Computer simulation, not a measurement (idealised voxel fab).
process module | voxel tone inversion
cross-section cut | 230 nm wide | cells 5 nm
A cross-section is a grid of square cells, given in bands from the top down. A band is one or more rows of cells.
Each band's line starts with the height of the band's top and of its bottom, in nm. Then come its materials from left to right, each with its width in nm. One material with "throughout" fills the band from edge to edge. "air" is empty space.
Height 0 is the level under which the wafer as received is all one material. The lowest band goes on downwards, as in "0 down".
A width such as "30 to 40" changes by the same amount from each row of cells to the next, from the band's top row to its bottom row.
"no change" after a step means that no cell of the cross-section changed.
closed voids: empty space of 8 cells or more with no open way to the top, each as width x height at its distance from the left edge, in nm
after a step's settings: what the simulator itself notes on the step
overlay nm, on a step with a mask: how far to the right of its planned place the mask lay; to the left if negative
plan
1 op RECEIVE | material Si
2 op CONFORMAL_DEP | material SiCN | thk nm 5
3 op DIRECTIONAL_DEP | material polySi | thk nm 25
4 op PATTERN | tone cover | mask id POSTS | material resist | width nm 25 | pitch nm 50 | thk nm 35 | overlay nm 0
5 op DIRECTIONAL_ETCH | etch materials polySi | depth nm 25
6 op STRIP | etch materials resist
7 op FILL_DEP | material lowk | thk nm 5
8 op CMP | height nm 30
9 op STRIP | etch materials polySi
first wafer, as planned
as received, after step 1
  0 down: Si throughout
  closed voids: none
after step 2
  5 to 0: SiCN throughout
  below 0: unchanged
after step 3
  30 to 5: polySi throughout
  below 5: unchanged
after step 4
  65 to 30: air 50 | resist 25 | air 25 | resist 25 | air 25 | resist 25 | air 55
  below 30: unchanged
after step 5
  65 to 30: air 50 | resist 25 | air 25 | resist 25 | air 25 | resist 25 | air 55
  30 to 5: air 50 | polySi 25 | air 25 | polySi 25 | air 25 | polySi 25 | air 55
  below 5: unchanged
after step 6
  30 to 5: air 50 | polySi 25 | air 25 | polySi 25 | air 25 | polySi 25 | air 55
  below 5: unchanged
after step 7
  35 to 30: lowk throughout
  30 to 5: lowk 50 | polySi 25 | lowk 25 | polySi 25 | lowk 25 | polySi 25 | lowk 55
  below 5: unchanged
after step 8
  30 to 5: lowk 50 | polySi 25 | lowk 25 | polySi 25 | lowk 25 | polySi 25 | lowk 55
  below 5: unchanged
after step 9
  30 to 5: lowk 50 | air 25 | lowk 25 | air 25 | lowk 25 | air 25 | lowk 55
  below 5: unchanged
second wafer: like start, like plan, one mistake. Through step 3 it matches the first wafer
when step 4 should have ended
  65 to 30: resist 50 | air 25 | resist 25 | air 25 | resist 25 | air 25 | resist 55
  below 30: unchanged
when step 5 should have ended
  65 to 30: resist 50 | air 25 | resist 25 | air 25 | resist 25 | air 25 | resist 55
  30 to 5: polySi 50 | air 25 | polySi 25 | air 25 | polySi 25 | air 25 | polySi 55
  below 5: unchanged
when step 6 should have ended
  30 to 5: polySi 50 | air 25 | polySi 25 | air 25 | polySi 25 | air 25 | polySi 55
  below 5: unchanged
when step 7 should have ended
  35 to 30: lowk throughout
  30 to 5: polySi 50 | lowk 25 | polySi 25 | lowk 25 | polySi 25 | lowk 25 | polySi 55
  below 5: unchanged
when step 8 should have ended
  30 to 5: polySi 50 | lowk 25 | polySi 25 | lowk 25 | polySi 25 | lowk 25 | polySi 55
  below 5: unchanged
when step 9 should have ended
  30 to 5: air 50 | lowk 25 | air 25 | lowk 25 | air 25 | lowk 25 | air 55
  below 5: unchanged
what went wrong: step 4 ran as: op PATTERN | tone open | mask id POSTS | material resist | width nm 25 | pitch nm 50 | thk nm 35 | overlay nm 0
at the end the second wafer has, in cells: 80 fewer of lowk
